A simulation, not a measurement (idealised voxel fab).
The document below concerns the process module designated voxel gate over fins.
The width of the displayed cross-section, cut, is 170 nm; its cells are square, with a size of 5 nm.
Bands, listed from the top down, are how a cross-section gets written in this document; the cross-section itself is a grid of square cells, and a band is one or more rows of them.
Per band: top height and bottom height in nm, followed by the left-to-right materials and their widths in nm; "full width" marks a single material spanning edge to edge, "air" marks empty space.
Height is counted from the level 0, under which the received wafer is composed throughout of one material. The lowest of the bands is not closed at the bottom but continues downward, in the notation "z 0 and below".
Width: "30 to 40" (first number = top row, second number = bottom row, same change from row to row of cells).
"nothing got changed" means the step left every cell of the cross-section as it was.
"Trapped void list" lists enclosed empty spaces (at least 8 cells, no open path upward to the top), each as width x height at distance from the left edge, in nm.
Step line, after settings: the simulator's comment on this step.
"overlay nm" answers the question of how far to the right of plan the mask lay on a step that has a mask, and when it is negative the answer is to the left.
## These are the steps we planned for the process
| 1 | RECEIVE, material Si |
| 2 | CONFORMAL_DEP, material SiN, thk nm 10 |
| 3 | DIRECTIONAL_DEP, material aC, thk nm 10 |
| 4 | PATTERN, tone cover, mask id FINS, material resist, width nm 15, pitch nm 60, thk nm 30, overlay nm 0 |
| 5 | DIRECTIONAL_ETCH, etch materials aC, depth nm 10 |
| 6 | STRIP, etch materials resist |
| 7 | DIRECTIONAL_ETCH, etch materials SiN, depth nm 10 |
| 8 | DIRECTIONAL_ETCH, etch materials Si, depth nm 35 |
| 9 | STRIP, etch materials aC |
| 10 | OXIDIZE, depth nm 5 |
| 11 | FILL_DEP, material SiO2, thk nm 5 |
| 12 | CMP, height nm 10 |
| 13 | DIRECTIONAL_DEP, material aC, thk nm 15 |
| 14 | PATTERN, tone open, mask id RAIL, material resist, width nm 15, thk nm 30, overlay nm 0 |
| 15 | DIRECTIONAL_ETCH, etch materials aC, depth nm 15 |
| 16 | STRIP, etch materials resist |
| 17 | DIRECTIONAL_ETCH, etch materials SiO2, depth nm 40 |
| 18 | STRIP, etch materials aC |
| 19 | CONFORMAL_DEP, material TiN, thk nm 5 |
| 20 | FILL_DEP, material Ru, thk nm 10 |
| 21 | CMP, height nm 10 |
| 22 | SELECTIVE_ETCH, etch materials W Ru TiN, depth nm 30 |
| 23 | FILL_DEP, material SiO2, thk nm 5 |
| 24 | CMP, height nm 10 |
| 25 | SELECTIVE_ETCH, etch materials SiO2, depth nm 25 |
| 26 | STRIP, etch materials SiN |
| 27 | CONFORMAL_DEP, material HfO2, thk nm 5 |
| 28 | CONFORMAL_DEP, material TiN, thk nm 5 |
| 29 | CONFORMAL_DEP, material TiAl, thk nm 5 |
| 30 | CONFORMAL_DEP, material TiN, thk nm 5 |
| 31 | FILL_DEP, material W, thk nm 15 |
| 32 | CMP, height nm 30 |
| 33 | CONFORMAL_DEP, material SiCN, thk nm 5 |
## First of two wafers, processed according to plan
## Cross-section of the wafer upon arrival, representing the state reached after step 1
	z 0 and below: Si full width
	Trapped void list: none
## The following cross-section depicts the wafer upon completion of step 2
	z 10 to 0: SiN full width
	No changes below 0.
## The following cross-section depicts the wafer upon completion of step 3
	z 20 to 10: aC full width
	No changes below 10.
## The following cross-section depicts the wafer upon completion of step 4
	z 50 to 20: 45 air / 15 resist / 45 air / 15 resist / 50 air
	No changes below 20.
## The following cross-section depicts the wafer upon completion of step 5
	z 40 to 20: 45 air / 15 resist / 45 air / 15 resist / 50 air
	z 20 to 10: 45 air / 15 aC / 45 air / 15 aC / 50 air
	No changes below 10.
## The following cross-section depicts the wafer upon completion of step 6
	z 20 to 10: 45 air / 15 aC / 45 air / 15 aC / 50 air
	No changes below 10.
## The following cross-section depicts the wafer upon completion of step 7
	z 20 to 10: 45 air / 15 aC / 45 air / 15 aC / 50 air
	z 10 to 0: 45 air / 15 SiN / 45 air / 15 SiN / 50 air
	No changes below 0.
## The following cross-section depicts the wafer upon completion of step 8
	z 20 to 10: 45 air / 15 aC / 45 air / 15 aC / 50 air
	z 10 to 0: 45 air / 15 SiN / 45 air / 15 SiN / 50 air
	z 0 to -35: 45 air / 15 Si / 45 air / 15 Si / 50 air
	No changes below -35.
## The following cross-section depicts the wafer upon completion of step 9
	z 10 to 0: 45 air / 15 SiN / 45 air / 15 SiN / 50 air
	No changes below 0.
## The following cross-section depicts the wafer upon completion of step 10
	z 10 to 0: 45 air / 15 SiN / 45 air / 15 SiN / 50 air
	z 0 to -35: 45 air / 5 SiO2 / 5 Si / 5 SiO2 / 45 air / 5 SiO2 / 5 Si / 5 SiO2 / 50 air
	z -35 to -40: 50 SiO2 / 5 Si / 55 SiO2 / 5 Si / 55 SiO2
	No changes below -40.
## The following cross-section depicts the wafer upon completion of step 11
	z 15 to 10: SiO2 full width
	z 10 to 0: 45 SiO2 / 15 SiN / 45 SiO2 / 15 SiN / 50 SiO2
	z 0 to -40: 50 SiO2 / 5 Si / 55 SiO2 / 5 Si / 55 SiO2
	No changes below -40.
## The following cross-section depicts the wafer upon completion of step 12
	z 10 to 0: 45 SiO2 / 15 SiN / 45 SiO2 / 15 SiN / 50 SiO2
	No changes below 0.
## The following cross-section depicts the wafer upon completion of step 13
	z 25 to 10: aC full width
	No changes below 10.
## The following cross-section depicts the wafer upon completion of step 14
	z 55 to 25: 75 resist / 15 air / 80 resist
	No changes below 25.
## The following cross-section depicts the wafer upon completion of step 15
	z 40 to 25: 75 resist / 15 air / 80 resist
	z 25 to 10: 75 aC / 15 air / 80 aC
	No changes below 10.
## The following cross-section depicts the wafer upon completion of step 16
	z 25 to 10: 75 aC / 15 air / 80 aC
	No changes below 10.
## The following cross-section depicts the wafer upon completion of step 17
	z 25 to 10: 75 aC / 15 air / 80 aC
	z 10 to 0: 45 SiO2 / 15 SiN / 15 SiO2 / 15 air / 15 SiO2 / 15 SiN / 50 SiO2
	z 0 to -30: 50 SiO2 / 5 Si / 20 SiO2 / 15 air / 20 SiO2 / 5 Si / 55 SiO2
	No changes below -30.
## The following cross-section depicts the wafer upon completion of step 18
	z 10 to 0: 45 SiO2 / 15 SiN / 15 SiO2 / 15 air / 15 SiO2 / 15 SiN / 50 SiO2
	No changes below 0.
## The following cross-section depicts the wafer upon completion of step 19
	z 15 to 10: 80 TiN / 5 air / 85 TiN
	z 10 to 0: 45 SiO2 / 15 SiN / 15 SiO2 / 5 TiN / 5 air / 5 TiN / 15 SiO2 / 15 SiN / 50 SiO2
	z 0 to -25: 50 SiO2 / 5 Si / 20 SiO2 / 5 TiN / 5 air / 5 TiN / 20 SiO2 / 5 Si / 55 SiO2
	z -25 to -30: 50 SiO2 / 5 Si / 20 SiO2 / 15 TiN / 20 SiO2 / 5 Si / 55 SiO2
	No changes below -30.
## The following cross-section depicts the wafer upon completion of step 20
	z 25 to 15: Ru full width
	z 15 to 10: 80 TiN / 5 Ru / 85 TiN
	z 10 to 0: 45 SiO2 / 15 SiN / 15 SiO2 / 5 TiN / 5 Ru / 5 TiN / 15 SiO2 / 15 SiN / 50 SiO2
	z 0 to -25: 50 SiO2 / 5 Si / 20 SiO2 / 5 TiN / 5 Ru / 5 TiN / 20 SiO2 / 5 Si / 55 SiO2
	No changes below -25.
## The following cross-section depicts the wafer upon completion of step 21
	z 10 to 0: 45 SiO2 / 15 SiN / 15 SiO2 / 5 TiN / 5 Ru / 5 TiN / 15 SiO2 / 15 SiN / 50 SiO2
	No changes below 0.
## The following cross-section depicts the wafer upon completion of step 22
	z 10 to 0: 45 SiO2 / 15 SiN / 15 SiO2 / 15 air / 15 SiO2 / 15 SiN / 50 SiO2
	z 0 to -20: 50 SiO2 / 5 Si / 20 SiO2 / 15 air / 20 SiO2 / 5 Si / 55 SiO2
	No changes below -20.
## The following cross-section depicts the wafer upon completion of step 23
	z 15 to 10: SiO2 full width
	z 10 to 0: 45 SiO2 / 15 SiN / 45 SiO2 / 15 SiN / 50 SiO2
	z 0 to -20: 50 SiO2 / 5 Si / 55 SiO2 / 5 Si / 55 SiO2
	No changes below -20.
## The following cross-section depicts the wafer upon completion of step 24
	z 10 to 0: 45 SiO2 / 15 SiN / 45 SiO2 / 15 SiN / 50 SiO2
	No changes below 0.
## The following cross-section depicts the wafer upon completion of step 25
	z 10 to 0: 45 air / 15 SiN / 45 air / 15 SiN / 50 air
	z 0 to -15: 50 air / 5 Si / 55 air / 5 Si / 55 air
	No changes below -15.
## The following cross-section depicts the wafer upon completion of step 26
	z 0 to -15: 50 air / 5 Si / 55 air / 5 Si / 55 air
	No changes below -15.
## The following cross-section depicts the wafer upon completion of step 27
	z 5 to 0: 45 air / 15 HfO2 / 45 air / 15 HfO2 / 50 air
	z 0 to -10: 45 air / 5 HfO2 / 5 Si / 5 HfO2 / 45 air / 5 HfO2 / 5 Si / 5 HfO2 / 50 air
	z -10 to -15: 50 HfO2 / 5 Si / 55 HfO2 / 5 Si / 55 HfO2
	No changes below -15.
## The following cross-section depicts the wafer upon completion of step 28
	z 10 to 5: 40 air / 25 TiN / 35 air / 25 TiN / 45 air
	z 5 to 0: 40 air / 5 TiN / 15 HfO2 / 5 TiN / 35 air / 5 TiN / 15 HfO2 / 5 TiN / 45 air
	z 0 to -5: 40 air / 5 TiN / 5 HfO2 / 5 Si / 5 HfO2 / 5 TiN / 35 air / 5 TiN / 5 HfO2 / 5 Si / 5 HfO2 / 5 TiN / 45 air
	z -5 to -10: 45 TiN / 5 HfO2 / 5 Si / 5 HfO2 / 45 TiN / 5 HfO2 / 5 Si / 5 HfO2 / 50 TiN
	No changes below -10.
## The following cross-section depicts the wafer upon completion of step 29
	z 15 to 10: 35 air / 35 TiAl / 25 air / 35 TiAl / 40 air
	z 10 to 5: 35 air / 5 TiAl / 25 TiN / 5 TiAl / 25 air / 5 TiAl / 25 TiN / 5 TiAl / 40 air
	z 5 to 0: 35 air / 5 TiAl / 5 TiN / 15 HfO2 / 5 TiN / 5 TiAl / 25 air / 5 TiAl / 5 TiN / 15 HfO2 / 5 TiN / 5 TiAl / 40 air
	z 0 to -5: 40 TiAl / 5 TiN / 5 HfO2 / 5 Si / 5 HfO2 / 5 TiN / 35 TiAl / 5 TiN / 5 HfO2 / 5 Si / 5 HfO2 / 5 TiN / 45 TiAl
	No changes below -5.
## The following cross-section depicts the wafer upon completion of step 30
	z 20 to 15: 30 air / 45 TiN / 15 air / 45 TiN / 35 air
	z 15 to 10: 30 air / 5 TiN / 35 TiAl / 5 TiN / 15 air / 5 TiN / 35 TiAl / 5 TiN / 35 air
	z 10 to 5: 30 air / 5 TiN / 5 TiAl / 25 TiN / 5 TiAl / 5 TiN / 15 air / 5 TiN / 5 TiAl / 25 TiN / 5 TiAl / 5 TiN / 35 air
	z 5 to 0: 35 TiN / 5 TiAl / 5 TiN / 15 HfO2 / 5 TiN / 5 TiAl / 25 TiN / 5 TiAl / 5 TiN / 15 HfO2 / 5 TiN / 5 TiAl / 40 TiN
	No changes below 0.
## The following cross-section depicts the wafer upon completion of step 31
	z 35 to 20: W full width
	z 20 to 15: 30 W / 45 TiN / 15 W / 45 TiN / 35 W
	z 15 to 10: 30 W / 5 TiN / 35 TiAl / 5 TiN / 15 W / 5 TiN / 35 TiAl / 5 TiN / 35 W
	z 10 to 5: 30 W / 5 TiN / 5 TiAl / 25 TiN / 5 TiAl / 5 TiN / 15 W / 5 TiN / 5 TiAl / 25 TiN / 5 TiAl / 5 TiN / 35 W
	No changes below 5.
## The following cross-section depicts the wafer upon completion of step 32
	z 30 to 20: W full width
	No changes below 20.
## The following cross-section depicts the wafer upon completion of step 33
	z 35 to 30: SiCN full width
	No changes below 30.
## Wafer two. Identical start, identical plan. One mistake in execution. Identical history through step 28
## Second wafer: cross-section at the scheduled end of step 29
	z 15 to 5: 35 air / 35 TiN / 25 air / 35 TiN / 40 air
	z 5 to 0: 35 air / 10 TiN / 15 HfO2 / 10 TiN / 25 air / 10 TiN / 15 HfO2 / 10 TiN / 40 air
	z 0 to -10: 45 TiN / 5 HfO2 / 5 Si / 5 HfO2 / 45 TiN / 5 HfO2 / 5 Si / 5 HfO2 / 50 TiN
	No changes below -10.
## Second wafer: cross-section at the scheduled end of step 30
	z 20 to 15: 30 air / 45 TiAl / 15 air / 45 TiAl / 35 air
	z 15 to 5: 30 air / 5 TiAl / 35 TiN / 5 TiAl / 15 air / 5 TiAl / 35 TiN / 5 TiAl / 35 air
	z 5 to 0: 35 TiAl / 10 TiN / 15 HfO2 / 10 TiN / 25 TiAl / 10 TiN / 15 HfO2 / 10 TiN / 40 TiAl
	No changes below 0.
## Second wafer: cross-section at the scheduled end of step 31
	z 35 to 20: W full width
	z 20 to 15: 30 W / 45 TiAl / 15 W / 45 TiAl / 35 W
	z 15 to 5: 30 W / 5 TiAl / 35 TiN / 5 TiAl / 15 W / 5 TiAl / 35 TiN / 5 TiAl / 35 W
	No changes below 5.
## Second wafer: cross-section at the scheduled end of step 32
	z 30 to 20: W full width
	No changes below 20.
## Second wafer: cross-section at the scheduled end of step 33
	z 35 to 30: SiCN full width
	No changes below 30.
What was the processing mistake? steps 29 and 30 were swapped
Upon completion, the cell count for each material on the second wafer equals that on the first, whereas the spatial distribution of those cells differs.
